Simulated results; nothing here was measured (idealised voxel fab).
Presented below is a process module, voxel self aligned vias.
The width of the displayed cross-section, cut, is 295 nm; its cells are square, with a size of 5 nm.
Just so we're on the same page, the cross-sections are grids of square cells, and they're listed out in bands top to bottom, each band one or more rows deep.
Top height, bottom height, nm. Materials left to right, width each, nm. Single material + "throughout" = fills band edge to edge. "empty" = empty.
Counting heights begins at 0, where everything beneath is, in the wafer as received, one material. The lowest band has no bottom; it goes on downwards, as "from 0 down" shows.
When a width is written as two numbers, as in "30 to 40", the first number is the width in the top row of cells of the band and the second is the width in its bottom row, and the width changes by the same amount from each row to the next.
The cross-section has no changed cell in any step marked "nothing different".
Reported under the label "Fully sealed cavities" are the empty spaces having no open way to the top and comprising 8 cells or more; the notation for each is width x height at distance, in which the distance is measured from the left edge and all three values are in nm.
That trailing text on a step's line, after the settings, is the simulator's own remark on the step.
When a step includes a mask, the "overlay nm" setting on its line states how far to the right of its planned place that mask lay, and negative values state how far to the left.
List of planned process steps
- 1: RECEIVE: material Si
- 2: CONFORMAL_DEP: material SiO2, thk nm 15
- 3: CONFORMAL_DEP: material SiCN, thk nm 5
- 4: DIRECTIONAL_DEP: material lowk, thk nm 25
- 5: MASKED_ETCH: tone open, mask id LINES, width nm 20, pitch nm 70, etch materials lowk, depth nm 25, overlay nm 0
- 6: CONFORMAL_DEP: material TiN, thk nm 5
- 7: FILL_DEP: material W, thk nm 10
- 8: CMP: height nm 45
- 9: SELECTIVE_ETCH: etch materials W Ru TiN, depth nm 10
- 10: FILL_DEP: material SiN, thk nm 5
- 11: CMP: height nm 45
- 12: DIRECTIONAL_DEP: material lowk, thk nm 20
- 13: DIRECTIONAL_DEP: material aC, thk nm 15
- 14: PATTERN: tone open, mask id VIAS, material resist, width nm 40, pitch nm 70, thk nm 35, overlay nm 0
- 15: DIRECTIONAL_ETCH: etch materials aC, depth nm 15
- 16: STRIP: etch materials resist
- 17: DIRECTIONAL_ETCH: etch materials lowk, depth nm 20
- 18: DIRECTIONAL_ETCH: etch materials SiN, depth nm 10
- 19: STRIP: etch materials aC
- 20: CONFORMAL_DEP: material TiN, thk nm 5
- 21: FILL_DEP: material Cu, thk nm 10
- 22: CMP: height nm 65
- 23: CONFORMAL_DEP: material SiCN, thk nm 5
Cross-section, incoming material, after step 1
    from 0 down = Si throughout
    Fully sealed cavities: none
Same starting wafer, same plan as above, one mistake in the execution; this is the cross-section at the end of the module
    from 70 to 65 = SiCN throughout
    from 65 to 50 = lowk: 55 / SiO2: 5 / Cu: 30 / SiO2: 5 / lowk: 30 / SiO2: 5 / Cu: 30 / SiO2: 5 / lowk: 30 / SiO2: 5 / Cu: 30 / SiO2: 5 / lowk: 60
    from 50 to 40 = lowk: 55 to 65 / SiO2: 15 to 5 / Cu: 10 / SiO2: 15 to 5 / lowk: 30 to 50 / SiO2: 15 to 5 / Cu: 10 / SiO2: 15 to 5 / lowk: 30 to 50 / SiO2: 15 to 5 / Cu: 10 / SiO2: 15 to 5 / lowk: 60 to 70
    from 40 to 35 = lowk: 65 / SiO2: 20 / lowk: 50 / SiO2: 20 / lowk: 50 / SiO2: 20 / lowk: 70
    from 35 to 25 = lowk: 65 / TiN: 5 / W: 10 / TiN: 5 / lowk: 50 / TiN: 5 / W: 10 / TiN: 5 / lowk: 50 / TiN: 5 / W: 10 / TiN: 5 / lowk: 70
    from 25 to 20 = lowk: 65 / TiN: 20 / lowk: 50 / TiN: 20 / lowk: 50 / TiN: 20 / lowk: 70
    from 20 to 15 = SiCN throughout
    from 15 to 0 = SiO2 throughout
    from 0 down = Si throughout
    Fully sealed cavities: none
Against the plan, the run slipped here: note that step 20 departed from the planned setting and was carried out as CONFORMAL_DEP: material SiO2, thk nm 5
